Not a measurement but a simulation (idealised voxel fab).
This is a process module. Its name is voxel self aligned vias.
155 nm wide, 5 nm square cells: that's cross-section cut.
Heads up, the way a cross-section reads in here is a grid of square cells, handed over as bands from the top down, with every band being one or more rows of cells. For a band, the entry starts with two heights in nm, that of the top and then that of the bottom, and carries on with the band's materials in order from left to right, each alongside its width in nm; the word "edge to edge" beside a single material means it fills the band edge to edge, and "air" means empty space. Ref level 0: as-received wafer is one material below here. Bottom band extends down with no lower bound ("from 0 down"). Top row gets the first number, bottom row gets the second, and each row in between changes by the same step: that is how a band width like "30..40" works. It should be understood that the words "nothing got changed", when stated for a given step, signify that the cross-section underwent no change in any of its cells during that step. In the "Closed void inventory" entry, you get each enclosed empty space of 8 cells or more, one with no open way to the top, written width x height at distance, distance from the left edge, in nm. That trailing text on a step's line, after the settings, is the simulator's own remark on the step. overlay nm: where the mask lay relative to plan, measured to the right, on steps with a mask; negatives go left.
Set out below are the planned steps of the process
1: RECEIVE, material Si
2: CONFORMAL_DEP, material SiO2, thk nm 15
3: CONFORMAL_DEP, material SiCN, thk nm 5
4: DIRECTIONAL_DEP, material lowk, thk nm 30
5: DIRECTIONAL_DEP, material aC, thk nm 15
6: PATTERN, tone open, mask id LINES, material resist, width nm 25, pitch nm 75, thk nm 35, overlay nm 0
7: DIRECTIONAL_ETCH, etch materials aC, depth nm 15
8: STRIP, etch materials resist
9: DIRECTIONAL_ETCH, etch materials lowk, depth nm 30
10: STRIP, etch materials aC
11: CONFORMAL_DEP, material TiN, thk nm 5
12: FILL_DEP, material Ru, thk nm 5
13: CMP, height nm 50
14: SELECTIVE_ETCH, etch materials W Ru TiN, depth nm 5
15: FILL_DEP, material SiN, thk nm 10
16: CMP, height nm 50
17: DIRECTIONAL_DEP, material lowk, thk nm 20
18: DIRECTIONAL_DEP, material aC, thk nm 10
19: PATTERN, tone open, mask id VIAS, material resist, width nm 45, pitch nm 75, thk nm 30, overlay nm 0
20: DIRECTIONAL_ETCH, etch materials aC, depth nm 10
21: STRIP, etch materials resist
22: DIRECTIONAL_ETCH, etch materials lowk, depth nm 20
23: DIRECTIONAL_ETCH, etch materials SiN, depth nm 5
24: STRIP, etch materials aC
25: CONFORMAL_DEP, material TiN, thk nm 5
26: FILL_DEP, material Ru, thk nm 10
27: CMP, height nm 70
28: CONFORMAL_DEP, material SiCN, thk nm 5
The cross-section here shows the wafer as received, i.e. in its state after step 1
from 0 down  Si edge to edge
Closed void inventory: none
One mistake in running the module, otherwise start and plan as above: cross-section at the end
from 75 to 70  SiCN edge to edge
from 70 to 50  lowk 15 nm | TiN 5 nm | Ru 35 nm | TiN 5 nm | lowk 30 nm | TiN 5 nm | Ru 35 nm | TiN 5 nm | lowk 20 nm
from 50 to 45  lowk 15 nm | TiN 45 nm | lowk 30 nm | TiN 45 nm | lowk 20 nm
from 45 to 40  lowk 15 nm | TiN 15 nm | Ru 15 nm | TiN 15 nm | lowk 30 nm | TiN 15 nm | Ru 15 nm | TiN 15 nm | lowk 20 nm
from 40 to 25  lowk 25 nm | TiN 5 nm | Ru 15 nm | TiN 5 nm | lowk 50 nm | TiN 5 nm | Ru 15 nm | TiN 5 nm | lowk 30 nm
from 25 to 20  lowk 25 nm | TiN 25 nm | lowk 50 nm | TiN 25 nm | lowk 30 nm
from 20 to 15  SiCN edge to edge
from 15 to 0  SiO2 edge to edge
from 0 down  Si edge to edge
Closed void inventory: none
Nonconformance to the process plan: for step 22, the planned setting was not used; the step was instead run as DIRECTIONAL_ETCH, etch materials lowk, depth nm 30
